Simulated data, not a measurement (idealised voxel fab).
Herein follows the process module entitled voxel self aligned contacts.
Cross-sectional view cut (width: 145 nm; square cell size: 5 nm).
How to read a cross-section here: the picture is a grid of square cells, written as bands going from the top down, and any band can span one or more rows of cells.
Look at the band entry: it leads with the top's height and the bottom's height in nm. Then it lists the materials left to right, with a width in nm for each. The word "full width" on a single material says that material fills the band edge to edge. The word "blank" is empty space.
The level at which height equals 0 is the one under which the wafer, as it arrives, is entirely one material. No lower edge exists for the bottom band, which continues downward and is notated as in "0 and below".
When a width is written as two numbers, as in "30 to 40", the first number is the width in the top row of cells of the band and the second is the width in its bottom row, and the width changes by the same amount from each row to the next.
Where the words "no alteration" appear for a step, the cross-section shows no cell changed by that step; every cell remained as before.
Look at "Sealed internal cavities" for the closed voids: empty spaces with no open path to the top, sized 8 cells or up. Each is width x height at distance, distance from the left edge, all nm.
On a step's line, text after the settings is the simulator commenting on that step.
overlay nm, on a step with a mask: how far to the right of its planned place the mask lay; to the left if negative
So the way this works: pairs, before and after one process step. The after picture only goes down to the lowest band that actually changed, nothing below. Step and its settings are under each pair. And watch out, pairs might come from different runs of this module, same starting wafer though, so a pair only follows on from the one above if its "Prior state" entry tells you so.

### Prior state
> 60 down to 55 | TiN (40) | blank (45) | TiN (60)
> 55 down to 45 | SiO2 (35) | TiN (5 to 35) | blank (45 to 5) | TiN (5 to 15) | SiO2 (55)
> 45 down to 25 | SiO2 (10) | SiN (55) | TiN (5) | blank (5) | TiN (5) | SiN (55) | SiO2 (10)
> 25 down to 5 | SiO2 (10) | SiN (10) | polySi (35) | SiN (10) | TiN (5) | blank (5) | TiN (5) | SiN (10) | polySi (35) | SiN (10) | SiO2 (10)
> 5 down to 0 | SiO2 (65) | TiN (15) | SiO2 (65)
> 0 and below | Si full width
> Sealed internal cavities: none

### As Processed
> 70 down to 60 | W full width
> 60 down to 55 | TiN (40) | W (45) | TiN (60)
> 55 down to 45 | SiO2 (35) | TiN (5 to 35) | W (45 to 5) | TiN (5 to 15) | SiO2 (55)
> 45 down to 25 | SiO2 (10) | SiN (55) | TiN (5) | W (5) | TiN (5) | SiN (55) | SiO2 (10)
> 25 down to 5 | SiO2 (10) | SiN (10) | polySi (35) | SiN (10) | TiN (5) | W (5) | TiN (5) | SiN (10) | polySi (35) | SiN (10) | SiO2 (10)
> All layers under 5 are left as they were.
> Sealed internal cavities: none
In between the cross-sections above, the run called for op FILL_DEP | material W | thk nm 10

Prior state: unchanged from the after cross-section in the pair immediately above; refer to that figure.

### As Processed
> 55 down to 45 | SiO2 (35) | TiN (5 to 35) | W (45 to 5) | TiN (5 to 15) | SiO2 (55)
> All layers under 45 are left as they were.
> Sealed internal cavities: none
In between the cross-sections above, the run called for op CMP | height nm 55

Prior state: unchanged from the after cross-section in the pair immediately above; refer to that figure.

### As Processed
> 60 down to 55 | SiN full width
> All layers under 55 are left as they were.
> Sealed internal cavities: none
In between the cross-sections above, the run called for op CONFORMAL_DEP | material SiN | thk nm 5

### Prior state
> 25 down to 5 | polySi full width
> 5 down to 0 | SiO2 full width
> 0 and below | Si full width
> Sealed internal cavities: none

### As Processed
> 45 down to 25 | W full width
> All layers under 25 are left as they were.
> Sealed internal cavities: none
In between the cross-sections above, the run called for op DIRECTIONAL_DEP | material W | thk nm 20

Prior state: unchanged from the after cross-section in the pair immediately above; refer to that figure.

### As Processed
> 60 down to 45 | blank (20) | resist (35) | blank (35) | resist (35) | blank (20)
> All layers under 45 are left as they were.
> Sealed internal cavities: none
In between the cross-sections above, the run called for op PATTERN | tone cover | mask id GATE | material resist | width nm 35 | pitch nm 70 | thk nm 15 | overlay nm 0

Prior state: unchanged from the after cross-section in the pair immediately above; refer to that figure.

### As Processed
> 45 down to 25 | W full width
> All layers under 25 are left as they were.
> Sealed internal cavities: none
In between the cross-sections above, the run called for op STRIP | etch materials resist

Prior state: unchanged from the after cross-section in the pair immediately above; refer to that figure.

### As Processed
> 55 down to 45 | SiN full width
> All layers under 45 are left as they were.
> Sealed internal cavities: none
In between the cross-sections above, the run called for op CONFORMAL_DEP | material SiN | thk nm 10

Prior state: unchanged from the after cross-section in the pair immediately above; refer to that figure.

### As Processed
> 45 down to 25 | W full width
> All layers under 25 are left as they were.
> Sealed internal cavities: none
In between the cross-sections above, the run called for op DIRECTIONAL_ETCH | etch materials SiN | depth nm 10

Prior state: unchanged from the after cross-section in the pair immediately above; refer to that figure.

### As Processed
> 60 down to 45 | SiO2 full width
> All layers under 45 are left as they were.
> Sealed internal cavities: none
In between the cross-sections above, the run called for op FILL_DEP | material SiO2 | thk nm 15

Prior state: unchanged from the after cross-section in the pair immediately above; refer to that figure.

### As Processed
> 55 down to 45 | SiO2 full width
> All layers under 45 are left as they were.
> Sealed internal cavities: none
In between the cross-sections above, the run called for op CMP | height nm 55

Prior state: unchanged from the after cross-section in the pair immediately above; refer to that figure.

### As Processed
> 70 down to 55 | aC full width
> All layers under 55 are left as they were.
> Sealed internal cavities: none
In between the cross-sections above, the run called for op DIRECTIONAL_DEP | material aC | thk nm 15

Prior state: unchanged from the after cross-section in the pair immediately above; refer to that figure.

### As Processed
> 100 down to 70 | resist (45) | blank (55) | resist (45)
> All layers under 70 are left as they were.
> Sealed internal cavities: none
In between the cross-sections above, the run called for op PATTERN | tone open | mask id CONTACT | material resist | width nm 55 | thk nm 30 | overlay nm 0

Prior state: unchanged from the after cross-section in the pair immediately above; refer to that figure.

### As Processed
> 85 down to 70 | resist (45) | blank (55) | resist (45)
> 70 down to 55 | aC (45) | blank (55) | aC (45)
> All layers under 55 are left as they were.
> Sealed internal cavities: none
In between the cross-sections above, the run called for op DIRECTIONAL_ETCH | etch materials aC | depth nm 15

Prior state: unchanged from the after cross-section in the pair immediately above; refer to that figure.

### As Processed
> 70 down to 55 | aC (45) | blank (55) | aC (45)
> All layers under 55 are left as they were.
> Sealed internal cavities: none
In between the cross-sections above, the run called for op STRIP | etch materials resist

Prior state: unchanged from the after cross-section in the pair immediately above; refer to that figure.

### As Processed
> 70 down to 55 | aC (45) | blank (55) | aC (45)
> 55 down to 45 | SiO2 (45) | blank (55) | SiO2 (45)
> All layers under 45 are left as they were.
> Sealed internal cavities: none
In between the cross-sections above, the run called for op DIRECTIONAL_ETCH | etch materials SiO2 | depth nm 55

Prior state: unchanged from the after cross-section in the pair immediately above; refer to that figure.

### As Processed
> 55 down to 45 | SiO2 (45) | blank (55) | SiO2 (45)
> All layers under 45 are left as they were.
> Sealed internal cavities: none
In between the cross-sections above, the run called for op STRIP | etch materials aC

Prior state: unchanged from the after cross-section in the pair immediately above; refer to that figure.

### As Processed
> 60 down to 55 | TiN (50) | blank (45) | TiN (50)
> 55 down to 50 | SiO2 (45) | TiN (5) | blank (45) | TiN (5) | SiO2 (45)
> 50 down to 45 | SiO2 (45) | TiN (55) | SiO2 (45)
> All layers under 45 are left as they were.
> Sealed internal cavities: none
In between the cross-sections above, the run called for op CONFORMAL_DEP | material TiN | thk nm 5

Prior state: unchanged from the after cross-section in the pair immediately above; refer to that figure.

### As Processed
> 70 down to 60 | W full width
> 60 down to 55 | TiN (50) | W (45) | TiN (50)
> 55 down to 50 | SiO2 (45) | TiN (5) | W (45) | TiN (5) | SiO2 (45)
> All layers under 50 are left as they were.
> Sealed internal cavities: none
In between the cross-sections above, the run called for op FILL_DEP | material W | thk nm 10

Prior state: unchanged from the after cross-section in the pair immediately above; refer to that figure.

### As Processed
> 55 down to 50 | SiO2 (45) | TiN (5) | W (45) | TiN (5) | SiO2 (45)
> All layers under 50 are left as they were.
> Sealed internal cavities: none
In between the cross-sections above, the run called for op CMP | height nm 55

Prior state: unchanged from the after cross-section in the pair immediately above; refer to that figure.

### As Processed
> 60 down to 55 | SiN full width
> All layers under 55 are left as they were.
> Sealed internal cavities: none
In between the cross-sections above, the run called for op CONFORMAL_DEP | material SiN | thk nm 5

### Prior state
> 70 down to 55 | aC full width
> 55 down to 45 | SiO2 full width
> 45 down to 25 | SiO2 (10) | SiN (55) | SiO2 (15) | SiN (55) | SiO2 (10)
> 25 down to 5 | SiO2 (10) | SiN (10) | polySi (35) | SiN (10) | SiO2 (15) | SiN (10) | polySi (35) | SiN (10) | SiO2 (10)
> 5 down to 0 | SiO2 full width
> 0 and below | Si full width
> Sealed internal cavities: none

### As Processed
> 100 down to 70 | blank (45) | resist (55) | blank (45)
> All layers under 70 are left as they were.
> Sealed internal cavities: none
In between the cross-sections above, the run called for op PATTERN | tone cover | mask id CONTACT | material resist | width nm 55 | thk nm 30 | overlay nm 0

Prior state: unchanged from the after cross-section in the pair immediately above; refer to that figure.

### As Processed
> 85 down to 70 | blank (45) | resist (55) | blank (45)
> 70 down to 55 | blank (45) | aC (55) | blank (45)
> All layers under 55 are left as they were.
> Sealed internal cavities: none
In between the cross-sections above, the run called for op DIRECTIONAL_ETCH | etch materials aC | depth nm 15

Prior state: unchanged from the after cross-section in the pair immediately above; refer to that figure.

### As Processed
> 70 down to 55 | blank (45) | aC (55) | blank (45)
> All layers under 55 are left as they were.
> Sealed internal cavities: none
In between the cross-sections above, the run called for op STRIP | etch materials resist

Prior state: unchanged from the after cross-section in the pair immediately above; refer to that figure.

### As Processed
> 70 down to 55 | blank (45) | aC (55) | blank (45)
> 55 down to 45 | blank (45) | SiO2 (55) | blank (45)
> 45 down to 25 | blank (10) | SiN (55) | SiO2 (15) | SiN (55) | blank (10)
> 25 down to 5 | blank (10) | SiN (10) | polySi (35) | SiN (10) | SiO2 (15) | SiN (10) | polySi (35) | SiN (10) | blank (10)
> 5 down to 0 | blank (10) | SiO2 (125) | blank (10)
> All layers under 0 are left as they were.
> Sealed internal cavities: none
In between the cross-sections above, the run called for op DIRECTIONAL_ETCH | etch materials SiO2 | depth nm 55

Prior state: unchanged from the after cross-section in the pair immediately above; refer to that figure.

### As Processed
> 55 down to 45 | blank (45) | SiO2 (55) | blank (45)
> All layers under 45 are left as they were.
> Sealed internal cavities: none
In between the cross-sections above, the run called for op STRIP | etch materials aC

Prior state: unchanged from the after cross-section in the pair immediately above; refer to that figure.

### As Processed
> 60 down to 55 | blank (40) | TiN (65) | blank (40)
> 55 down to 45 | blank (40 to 5) | TiN (5 to 40) | SiO2 (55) | TiN (5 to 40) | blank (40 to 5)
> 45 down to 25 | blank (5) | TiN (5) | SiN (55) | SiO2 (15) | SiN (55) | TiN (5) | blank (5)
> 25 down to 5 | blank (5) | TiN (5) | SiN (10) | polySi (35) | SiN (10) | SiO2 (15) | SiN (10) | polySi (35) | SiN (10) | TiN (5) | blank (5)
> 5 down to 0 | TiN (10) | SiO2 (125) | TiN (10)
> All layers under 0 are left as they were.
> Sealed internal cavities: none
In between the cross-sections above, the run called for op CONFORMAL_DEP | material TiN | thk nm 5

Prior state: unchanged from the after cross-section in the pair immediately above; refer to that figure.

### As Processed
> 70 down to 60 | W full width
> 60 down to 55 | W (40) | TiN (65) | W (40)
> 55 down to 45 | W (40 to 5) | TiN (5 to 40) | SiO2 (55) | TiN (5 to 40) | W (40 to 5)
> 45 down to 25 | W (5) | TiN (5) | SiN (55) | SiO2 (15) | SiN (55) | TiN (5) | W (5)
> 25 down to 5 | W (5) | TiN (5) | SiN (10) | polySi (35) | SiN (10) | SiO2 (15) | SiN (10) | polySi (35) | SiN (10) | TiN (5) | W (5)
> All layers under 5 are left as they were.
> Sealed internal cavities: none
In between the cross-sections above, the run called for op FILL_DEP | material W | thk nm 10

Prior state: unchanged from the after cross-section in the pair immediately above; refer to that figure.

### As Processed
> 55 down to 45 | W (40 to 5) | TiN (5 to 40) | SiO2 (55) | TiN (5 to 40) | W (40 to 5)
> All layers under 45 are left as they were.
> Sealed internal cavities: none
In between the cross-sections above, the run called for op CMP | height nm 55

Prior state: unchanged from the after cross-section in the pair immediately above; refer to that figure.

### As Processed
> 60 down to 55 | SiN full width
> All layers under 55 are left as they were.
> Sealed internal cavities: none
In between the cross-sections above, the run called for op CONFORMAL_DEP | material SiN | thk nm 5
